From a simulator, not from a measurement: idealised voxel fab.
process module | voxel ribs on slabs
cross-section cut | 285 nm wide | cells 5 nm
A cross-section is a grid of square cells, given in bands from the top down. A band is one or more rows of cells.
Each band's line starts with the height of the band's top and of its bottom, in nm. Then come its materials from left to right, each with its width in nm. One material with "throughout" fills the band from edge to edge. "air" is empty space.
Height 0 is the level under which the wafer as received is all one material. The lowest band goes on downwards, as in "0 down".
A width such as "30 to 40" changes by the same amount from each row of cells to the next, from the band's top row to its bottom row.
"no change" after a step means that no cell of the cross-section changed.
closed voids: empty space of 8 cells or more with no open way to the top, each as width x height at its distance from the left edge, in nm
after a step's settings: what the simulator itself notes on the step
overlay nm, on a step with a mask: how far to the right of its planned place the mask lay; to the left if negative
plan
1 op RECEIVE | material Si
2 op DIRECTIONAL_DEP | material SiO2 | thk nm 25
3 op DIRECTIONAL_DEP | material SiN | thk nm 15
4 op PATTERN | tone cover | mask id RIB | material resist | width nm 30 | thk nm 15 | overlay nm 0
5 op DIRECTIONAL_ETCH | etch materials SiN | depth nm 10
6 op STRIP | etch materials resist
7 op MASKED_ETCH | tone cover | mask id SLAB | width nm 70 | etch materials SiN | depth nm 5 | overlay nm 0
8 op FILL_DEP | material SiO2 | thk nm 25
9 op CMP | height nm 60
10 op DIRECTIONAL_DEP | material TiN | thk nm 10
11 op DIRECTIONAL_DEP | material aC | thk nm 10
12 op PATTERN | tone cover | mask id HEATER | material resist | width nm 40 | thk nm 30 | overlay nm 0
13 op DIRECTIONAL_ETCH | etch materials aC | depth nm 10
14 op STRIP | etch materials resist
15 op DIRECTIONAL_ETCH | etch materials TiN | depth nm 10
16 op STRIP | etch materials aC
17 op CONFORMAL_DEP | material SiN | thk nm 5
as received, after step 1
  0 down: Si throughout
  closed voids: none
first wafer at the end, as planned
  75 to 70: air 115 | SiN 50 | air 120
  70 to 65: air 115 | SiN 5 | TiN 40 | SiN 5 | air 120
  65 to 60: SiN 120 | TiN 40 | SiN 125
  60 to 40: SiO2 throughout
  40 to 30: SiO2 125 | SiN 30 | SiO2 130
  30 to 25: SiO2 105 | SiN 70 | SiO2 110
  25 to 0: SiO2 throughout
  0 down: Si throughout
  closed voids: none
second wafer at the end: like start, like plan, one mistake
  75 to 70: air 115 | SiN 50 | air 120
  70 to 65: air 115 | SiN 5 | TiN 40 | SiN 5 | air 120
  65 to 60: SiN 120 | TiN 40 | SiN 125
  60 to 40: SiO2 throughout
  40 to 30: SiO2 125 | SiN 30 | SiO2 130
  30 to 25: SiO2 105 | SiN 70 | SiO2 110
  25 to 0: aC throughout
  0 down: Si throughout
  closed voids: none
what went wrong: step 2 ran as: op DIRECTIONAL_DEP | material aC | thk nm 25
at the end the second wafer has, in cells: 285 fewer of SiO2 | 285 more of aC
